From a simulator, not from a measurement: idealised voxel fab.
process module | voxel capacitor over wiring
cross-section cut | 160 nm wide | cells 5 nm
A cross-section is a grid of square cells, given in bands from the top down. A band is one or more rows of cells.
Each band's line starts with the height of the band's top and of its bottom, in nm. Then come its materials from left to right, each with its width in nm. One material with "throughout" fills the band from edge to edge. "air" is empty space.
Height 0 is the level under which the wafer as received is all one material. The lowest band goes on downwards, as in "0 down".
A width such as "30 to 40" changes by the same amount from each row of cells to the next, from the band's top row to its bottom row.
"no change" after a step means that no cell of the cross-section changed.
closed voids: empty space of 8 cells or more with no open way to the top, each as width x height at its distance from the left edge, in nm
after a step's settings: what the simulator itself notes on the step
overlay nm, on a step with a mask: how far to the right of its planned place the mask lay; to the left if negative
plan
1 op RECEIVE | material Si
2 op CONFORMAL_DEP | material SiO2 | thk nm 10
3 op CONFORMAL_DEP | material SiCN | thk nm 5
4 op DIRECTIONAL_DEP | material SiO2 | thk nm 25
5 op MASKED_ETCH | tone open | mask id METAL_1 | width nm 20 | pitch nm 75 | etch materials SiO2 | depth nm 25 | overlay nm 0
6 op MASKED_ETCH | tone open | mask id METAL_1 | width nm 20 | pitch nm 75 | etch materials SiCN | depth nm 5 | overlay nm 0
7 op CONFORMAL_DEP | material TiN | thk nm 5
8 op FILL_DEP | material Cu | thk nm 5
9 op CMP | height nm 40
10 op CONFORMAL_DEP | material SiCN | thk nm 5
11 op DIRECTIONAL_DEP | material lowk | thk nm 20
12 op DIRECTIONAL_DEP | material aC | thk nm 15
13 op PATTERN | tone open | mask id PLUG_1 | material resist | width nm 15 | thk nm 35 | overlay nm 0
14 op DIRECTIONAL_ETCH | etch materials aC | depth nm 15
15 op STRIP | etch materials resist
16 op DIRECTIONAL_ETCH | etch materials lowk | depth nm 20
17 op DIRECTIONAL_ETCH | etch materials SiCN | depth nm 5
18 op STRIP | etch materials aC
19 op EPI | material Ru | thk nm 10
20 op EPI | material Ru | thk nm 10
21 op EPI | material Ru | thk nm 5
22 op DIRECTIONAL_DEP | material TiN | thk nm 10
23 op DIRECTIONAL_DEP | material Al2O3 | thk nm 5
24 op DIRECTIONAL_DEP | material TiN | thk nm 5
25 op PATTERN | tone cover | mask id UPPER_PLATE | material resist | width nm 60 | thk nm 15 | overlay nm 0
26 op DIRECTIONAL_ETCH | etch materials TiN | depth nm 5
27 op DIRECTIONAL_ETCH | etch materials Al2O3 | depth nm 5
28 op STRIP | etch materials resist
29 op PATTERN | tone cover | mask id LOWER_PLATE | material resist | width nm 70 | thk nm 15 | overlay nm 0
30 op DIRECTIONAL_ETCH | etch materials TiN | depth nm 10
31 op STRIP | etch materials resist
32 op FILL_DEP | material SiO2 | thk nm 20
33 op CMP | height nm 100
34 op DIRECTIONAL_DEP | material aC | thk nm 15
35 op PATTERN | tone open | mask id PLUG_2 | material resist | width nm 15 | thk nm 30 | overlay nm 0
36 op DIRECTIONAL_ETCH | etch materials aC | depth nm 15
37 op STRIP | etch materials resist
38 op DIRECTIONAL_ETCH | etch materials SiO2 | depth nm 15
39 op STRIP | etch materials aC
40 op CONFORMAL_DEP | material TiN | thk nm 5
41 op FILL_DEP | material Cu | thk nm 5
42 op CMP | height nm 100
43 op CONFORMAL_DEP | material SiCN | thk nm 5
as received, after step 1
  0 down: Si throughout
  closed voids: none
first wafer at the end, as planned
  105 to 100: SiCN throughout
  100 to 90: SiO2 45 | TiN 5 | Cu 5 | TiN 5 | SiO2 100
  90 to 80: SiO2 45 to 35 | TiN 15 to 60 | SiO2 100 to 65
  80 to 75: SiO2 35 | Al2O3 60 | SiO2 65
  75 to 65: SiO2 30 | TiN 70 | SiO2 60
  65 to 45: lowk 35 | Ru 15 | lowk 110
  45 to 40: SiCN 35 | Ru 15 | SiCN 110
  40 to 15: SiO2 30 | TiN 5 | Cu 10 | TiN 5 | SiO2 55 | TiN 5 | Cu 10 | TiN 5 | SiO2 35
  15 to 10: SiCN 30 | TiN 20 | SiCN 55 | TiN 20 | SiCN 35
  10 to 0: SiO2 throughout
  0 down: Si throughout
  closed voids: none
second wafer at the end: like start, like plan, one mistake
  105 to 100: SiCN throughout
  100 to 90: SiO2 45 | TiN 5 | Cu 5 | TiN 5 | SiO2 100
  90 to 85: SiO2 45 | TiN 15 | SiO2 100
  85 to 80: SiO2 35 | Al2O3 60 | SiO2 65
  80 to 70: SiO2 30 | TiN 70 | SiO2 60
  70 to 65: TiN throughout
  65 to 45: lowk 35 | Ru 15 | lowk 110
  45 to 40: SiCN 35 | Ru 15 | SiCN 110
  40 to 15: SiO2 30 | TiN 5 | Cu 10 | TiN 5 | SiO2 55 | TiN 5 | Cu 10 | TiN 5 | SiO2 35
  15 to 10: SiCN 30 | TiN 20 | SiCN 55 | TiN 20 | SiCN 35
  10 to 0: SiO2 throughout
  0 down: Si throughout
  closed voids: none
what went wrong: steps 23 and 24 were swapped
at the end the second wafer has, in cells: 20 fewer of SiO2 | 20 more of TiN
